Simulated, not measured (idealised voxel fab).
A process module follows: voxel local oxidation.
FYI the section here is cut, 245 nm wide, cells are 5 nm squares.
In this document a cross-section is written as a grid of square cells. It is given as a series of bands, listed from the top down, and a band is one or more rows of cells.
Within each band entry, the heights of the top and of the bottom of the band appear first, in that order and in nm; the materials of the band then follow from left to right, each with its corresponding width in nm. The designation "throughout" on a single material indicates that it fills the band from edge to edge; the designation "air" indicates empty space.
Heights from 0 (as-received wafer is one material below). Bottom band endless downward, as "0..down".
Graded width ("30..40"): value in top row of band = first number; value in bottom row = second number; row-to-row change constant.
The designation "nothing different", where it is given for a processing step, indicates that no cell of the cross-section was altered in the course of that step.
Enclosed voids (no open way to top), threshold 8 cells or more, entry "Closed voids list", notation width x height at distance, distance from left edge, nm.
The remark found on a step's line after its settings is issued by the simulator itself and pertains to that step.
overlay nm: mask right of planned place by this much (step with mask). Neg. = left.
Listed below are the process steps as planned:
1: RECEIVE: material Si
2: OXIDIZE: depth nm 5
3: CONFORMAL_DEP: material SiN, thk nm 15
4: DIRECTIONAL_DEP: material aC, thk nm 15
5: PATTERN: tone cover, mask id ACTIVE, material resist, width nm 105, thk nm 30, overlay nm 0
6: DIRECTIONAL_ETCH: etch materials aC, depth nm 15
7: STRIP: etch materials resist
8: DIRECTIONAL_ETCH: etch materials SiN, depth nm 15
9: STRIP: etch materials aC
10: SELECTIVE_ETCH: etch materials SiO2, depth nm 5
11: OXIDIZE: depth nm 15
12: STRIP: etch materials SiN
First of the two wafers, run per plan:
Cross-sectional view of the wafer in its as-received condition, corresponding to the state after step 1:
> 0..down  Si throughout
> Closed voids list: none
Sectional view: wafer, after step 2:
> 0..-5  SiO2 throughout
> Below -5 it's all the same as before, nothing changed down there.
Sectional view: wafer, after step 3:
> 15..0  SiN throughout
> Below 0 it's all the same as before, nothing changed down there.
Sectional view: wafer, after step 4:
> 30..15  aC throughout
> Below 15 it's all the same as before, nothing changed down there.
Sectional view: wafer, after step 5:
> 60..30  air 70; resist 105; air 70
> Below 30 it's all the same as before, nothing changed down there.
Sectional view: wafer, after step 6:
> 45..30  air 70; resist 105; air 70
> 30..15  air 70; aC 105; air 70
> Below 15 it's all the same as before, nothing changed down there.
Sectional view: wafer, after step 7:
> 30..15  air 70; aC 105; air 70
> Below 15 it's all the same as before, nothing changed down there.
Sectional view: wafer, after step 8:
> 30..15  air 70; aC 105; air 70
> 15..0  air 70; SiN 105; air 70
> Below 0 it's all the same as before, nothing changed down there.
Sectional view: wafer, after step 9:
> 15..0  air 70; SiN 105; air 70
> Below 0 it's all the same as before, nothing changed down there.
Sectional view: wafer, after step 10:
> 15..0  air 70; SiN 105; air 70
> 0..-5  air 75; SiO2 95; air 75
> Below -5 it's all the same as before, nothing changed down there.
Sectional view: wafer, after step 11:
> 15..0  air 70; SiN 105; air 70
> 0..-5  air 75; SiO2 95; air 75
> -5..-20  SiO2 90; Si 65; SiO2 90
> Below -20 it's all the same as before, nothing changed down there.
Sectional view: wafer, after step 12:
> 0..-5  air 75; SiO2 95; air 75
> Below -5 it's all the same as before, nothing changed down there.
Notes, second wafer: start = first wafer's, plan = first wafer's, execution had one mistake; history identical to first through step 4:
Look at the second wafer in cross-section at the time step 5 ought to have finished:
> 60..30  resist 70; air 105; resist 70
> Below 30 it's all the same as before, nothing changed down there.
Look at the second wafer in cross-section at the time step 6 ought to have finished:
> 45..30  resist 70; air 105; resist 70
> 30..15  aC 70; air 105; aC 70
> Below 15 it's all the same as before, nothing changed down there.
Look at the second wafer in cross-section at the time step 7 ought to have finished:
> 30..15  aC 70; air 105; aC 70
> Below 15 it's all the same as before, nothing changed down there.
Look at the second wafer in cross-section at the time step 8 ought to have finished:
> 30..15  aC 70; air 105; aC 70
> 15..0  SiN 70; air 105; SiN 70
> Below 0 it's all the same as before, nothing changed down there.
Look at the second wafer in cross-section at the time step 9 ought to have finished:
> 15..0  SiN 70; air 105; SiN 70
> Below 0 it's all the same as before, nothing changed down there.
Look at the second wafer in cross-section at the time step 10 ought to have finished:
> 15..0  SiN 70; air 105; SiN 70
> 0..-5  SiO2 65; air 115; SiO2 65
> Below -5 it's all the same as before, nothing changed down there.
Look at the second wafer in cross-section at the time step 11 ought to have finished:
> 15..0  SiN 70; air 105; SiN 70
> 0..-5  SiO2 65; air 115; SiO2 65
> -5..-20  Si 50; SiO2 145; Si 50
> Below -20 it's all the same as before, nothing changed down there.
Look at the second wafer in cross-section at the time step 12 ought to have finished:
> 0..-5  SiO2 65; air 115; SiO2 65
> Below -5 it's all the same as before, nothing changed down there.
What was done differently from what was planned? planned and actual differ for step 5; actual: PATTERN: tone open, mask id ACTIVE, material resist, width nm 105, thk nm 30, overlay nm 0
Looking at both finished wafers in cells, the second ends up ahead of or behind the first on some materials: Si: 21 more | SiO2: 14 fewer
